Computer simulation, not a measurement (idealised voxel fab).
You're looking at the process module voxel self aligned contacts.
Cross-sectional view cut (width: 170 nm; square cell size: 5 nm).
Think of the cross-section as a grid of square cells. We describe it in bands, top to bottom, and each band covers one or more rows of those cells. Each band's line starts with the height of the band's top and of its bottom, in nm. Then come its materials from left to right, each with its width in nm. One material with "everywhere" fills the band from edge to edge. "empty" is empty space. Heights are reckoned from 0. Under this level, the received wafer is all of one material. The bottommost band is open-ended downward, for example "0 -> down". Width: "30 to 40" (first number = top row, second number = bottom row, same change from row to row of cells). Where the words "remains unaltered" appear for a step, the cross-section shows no cell changed by that step; every cell remained as before. The entry titled "Entrapped voids" provides the empty spaces that have no open way to the top, restricted to those of 8 cells or more. Each is presented as width x height at distance, the distance being measured from the left edge, with all three in nm. Read whatever lies past the settings on a step's line as the simulator's own remark about the step. The optional step-line setting "overlay nm" applies to steps with a mask and quantifies how far to the right of its planned location the mask lay, a negative value indicating leftward placement.
Set out below are the planned steps of the process:
1) RECEIVE | material Si
2) OXIDIZE | depth nm 5
3) DIRECTIONAL_DEP | material polySi | thk nm 25
4) DIRECTIONAL_DEP | material SiN | thk nm 20
5) DIRECTIONAL_DEP | material aC | thk nm 10
6) PATTERN | tone cover | mask id GATE | material resist | width nm 30 | pitch nm 65 | thk nm 30 | overlay nm 0
7) DIRECTIONAL_ETCH | etch materials aC | depth nm 10
8) STRIP | etch materials resist
9) DIRECTIONAL_ETCH | etch materials SiN | depth nm 20
10) DIRECTIONAL_ETCH | etch materials polySi | depth nm 25
11) STRIP | etch materials aC
12) CONFORMAL_DEP | material SiN | thk nm 10
13) DIRECTIONAL_ETCH | etch materials SiN | depth nm 10
14) FILL_DEP | material SiO2 | thk nm 20
15) CMP | height nm 55
16) DIRECTIONAL_DEP | material aC | thk nm 10
17) PATTERN | tone open | mask id CONTACT | material resist | width nm 45 | thk nm 25 | overlay nm 0
18) DIRECTIONAL_ETCH | etch materials aC | depth nm 10
19) STRIP | etch materials resist
20) DIRECTIONAL_ETCH | etch materials SiO2 | depth nm 60
21) STRIP | etch materials aC
22) CONFORMAL_DEP | material TiN | thk nm 5
23) FILL_DEP | material Ru | thk nm 10
24) CMP | height nm 55
25) CONFORMAL_DEP | material SiCN | thk nm 5
Received-state cross-section, reflecting completion of step 1:
    0 -> down = Si everywhere
    Entrapped voids: none
Looking at the first of two wafers in cross-section at end of module - ran to plan:
    60 -> 55 = SiCN everywhere
    55 -> 45 = SiO2 60 nm / TiN 5 to 20 nm / Ru 35 to 5 nm / TiN 5 to 20 nm / SiO2 65 nm
    45 -> 25 = SiO2 25 nm / SiN 50 nm / TiN 5 nm / Ru 5 nm / TiN 5 nm / SiN 50 nm / SiO2 30 nm
    25 -> 0 = SiO2 25 nm / SiN 10 nm / polySi 30 nm / SiN 10 nm / TiN 5 nm / Ru 5 nm / TiN 5 nm / SiN 10 nm / polySi 30 nm / SiN 10 nm / SiO2 30 nm
    0 -> -5 = SiO2 75 nm / TiN 15 nm / SiO2 80 nm
    -5 -> down = Si everywhere
    Entrapped voids: none
End of module, second wafer, cross-section. Started like the first, planned like the first, run with one mistake:
    65 -> 60 = SiCN everywhere
    60 -> 55 = TiN 65 nm / Ru 35 nm / TiN 70 nm
    55 -> 45 = SiO2 60 nm / TiN 5 to 20 nm / Ru 35 to 5 nm / TiN 5 to 20 nm / SiO2 65 nm
    45 -> 25 = SiO2 25 nm / SiN 50 nm / TiN 5 nm / Ru 5 nm / TiN 5 nm / SiN 50 nm / SiO2 30 nm
    25 -> 0 = SiO2 25 nm / SiN 10 nm / polySi 30 nm / SiN 10 nm / TiN 5 nm / Ru 5 nm / TiN 5 nm / SiN 10 nm / polySi 30 nm / SiN 10 nm / SiO2 30 nm
    0 -> -5 = SiO2 75 nm / TiN 15 nm / SiO2 80 nm
    -5 -> down = Si everywhere
    Entrapped voids: none
Run error: it should be noted that step 24 was executed with settings other than those planned, the operation and settings actually applied being CMP | height nm 60
Cell-count delta at end, second wafer over first, by material: 7 more of Ru, 27 more of TiN
